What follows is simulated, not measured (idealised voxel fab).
The document below concerns the process module designated voxel local oxidation.
We display cut, a cross-section 225 nm in width whose square cells are each 5 nm.
Square cells in a grid make up a cross-section in this document, and the grid is given as bands, listed from the top down, each one or more rows of cells.
Within each band entry, the heights of the top and of the bottom of the band appear first, in that order and in nm; the materials of the band then follow from left to right, each with its corresponding width in nm. The designation "all across" on a single material indicates that it fills the band from edge to edge; the designation "blank" indicates empty space.
It should be noted that heights are counted from 0, beneath which the wafer as supplied is of one material throughout, and that the lowest band possesses no lower boundary but continues downward, as written in "top 0, no bottom".
So if you see something like "30 to 40" for the width, read it as the top row of the band sitting at the first number and the bottom row at the second, with every row in between moving by the same amount as the last.
What does "no alterations made" mean for a step? It means no cell of the cross-section changed in that step.
What "Enclosed empty spaces" gives you is every empty space of 8 cells or more that is cut off from the top. Each appears as width x height at distance, with the distance taken from the left edge and width, height and distance all in nm.
The remark found on a step's line after its settings is issued by the simulator itself and pertains to that step.
overlay nm: mask right of planned place by this much (step with mask). Neg. = left.
**Below is the list of planned process steps**
1. op RECEIVE | material Si
2. op OXIDIZE | depth nm 5
3. op CONFORMAL_DEP | material SiN | thk nm 15
4. op MASKED_ETCH | tone cover | mask id ACTIVE | width nm 95 | etch materials SiN | depth nm 15 | overlay nm 0
5. op SELECTIVE_ETCH | etch materials SiO2 | depth nm 5
6. op OXIDIZE | depth nm 15
7. op STRIP | etch materials SiN
**The first wafer of two, processed as planned**
**Wafer cross-section on receipt, i.e. after step 1**
* top 0, no bottom = Si all across
* Enclosed empty spaces: none
**Cross-section through the wafer, step 2 finished**
* top 0, bottom -5 = SiO2 all across
* Whatever lies below -5 is exactly as it was before.
**Cross-section through the wafer, step 3 finished**
* top 15, bottom 0 = SiN all across
* Whatever lies below 0 is exactly as it was before.
**Cross-section through the wafer, step 4 finished**
* top 15, bottom 0 = blank=65, SiN=95, blank=65
* Whatever lies below 0 is exactly as it was before.
**Cross-section through the wafer, step 5 finished**
* top 15, bottom 0 = blank=65, SiN=95, blank=65
* top 0, bottom -5 = blank=70, SiO2=85, blank=70
* Whatever lies below -5 is exactly as it was before.
**Cross-section through the wafer, step 6 finished**
* top 15, bottom 0 = blank=65, SiN=95, blank=65
* top 0, bottom -5 = blank=70, SiO2=85, blank=70
* top -5, bottom -20 = SiO2=85, Si=55, SiO2=85
* Whatever lies below -20 is exactly as it was before.
**Cross-section through the wafer, step 7 finished**
* top 0, bottom -5 = blank=70, SiO2=85, blank=70
* Whatever lies below -5 is exactly as it was before.
**Regarding the second of the two wafers: it shared the first wafer's starting condition and process plan, yet one error occurred during its execution. Its history coincides with that of the first wafer up to and including step 6**
**Cross-sectional representation of the second wafer at the time designated in the plan for the completion of step 7**
* top -5, bottom -20 = blank=85, Si=55, blank=85
* Whatever lies below -20 is exactly as it was before.
What was the processing mistake? not per plan at step 7, really ran op STRIP | etch materials SiO2
Final difference in cells, second wafer against first, listed per material as more or fewer: 119 fewer of SiO2
